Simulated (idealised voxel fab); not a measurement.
voxel trench capacitor: a process module
The figure presents cross-section cut, which has a width of 270 nm and is divided into square cells with an edge length of 5 nm.
How to read a cross-section here: the picture is a grid of square cells, written as bands going from the top down, and any band can span one or more rows of cells. Top height, bottom height, nm. Materials left to right, width each, nm. Single material + "full width" = fills band edge to edge. "air" = empty. Zero point of the height axis is 0; under it, received wafer = one material. Lowest band: continues down indefinitely, "0 -> down". The width entry "30 to 40" should be interpreted row by row: the top row of cells in the band takes the first number, the bottom row takes the second number, and the change between adjacent rows is uniform throughout. "stayed the same" for a step: no cell of the cross-section changed in that step. "Entrapped void list" - sealed voids, min. 8 cells, no opening to top; format: width x height at distance (distance from left edge; nm throughout). Note: text after step settings on the step line = simulator remark on that step. overlay nm: how far to the right of its planned place the mask lay on this masked step (negative: to the left).

-- Steps planned for the process
| 1 | RECEIVE, material Si |
| 2 | CONFORMAL_DEP, material SiN, thk nm 5 |
| 3 | DIRECTIONAL_DEP, material aC, thk nm 15 |
| 4 | PATTERN, tone open, mask id TRENCH, material resist, width nm 25, pitch nm 45, thk nm 35, overlay nm 0 |
| 5 | DIRECTIONAL_ETCH, etch materials aC, depth nm 15 |
| 6 | STRIP, etch materials resist |
| 7 | DIRECTIONAL_ETCH, etch materials SiN, depth nm 5 |
| 8 | DIRECTIONAL_ETCH, etch materials Si, depth nm 25 |
| 9 | STRIP, etch materials aC |
| 10 | CONFORMAL_DEP, material Al2O3, thk nm 5 |
| 11 | FILL_DEP, material polySi, thk nm 5 |
| 12 | CMP, height nm 5 |

-- Cross-section of the wafer upon arrival, representing the state reached after step 1
- 0 -> down = Si full width
- Entrapped void list: none

-- Same starting wafer, same plan as above, one mistake in the execution; this is the cross-section at the end of the module
- 5 -> 0 = SiN=100 | Al2O3=5 | polySi=15 | Al2O3=5 | SiN=20 | Al2O3=5 | polySi=15 | Al2O3=5 | SiN=100
- 0 -> -45 = Si=100 | Al2O3=5 | polySi=15 | Al2O3=5 | Si=20 | Al2O3=5 | polySi=15 | Al2O3=5 | Si=100
- -45 -> -50 = Si=100 | Al2O3=25 | Si=20 | Al2O3=25 | Si=100
- -50 -> down = Si full width
- Entrapped void list: none
Which mistake was made when the wafer was run? yeah, plan step 8 got run twice
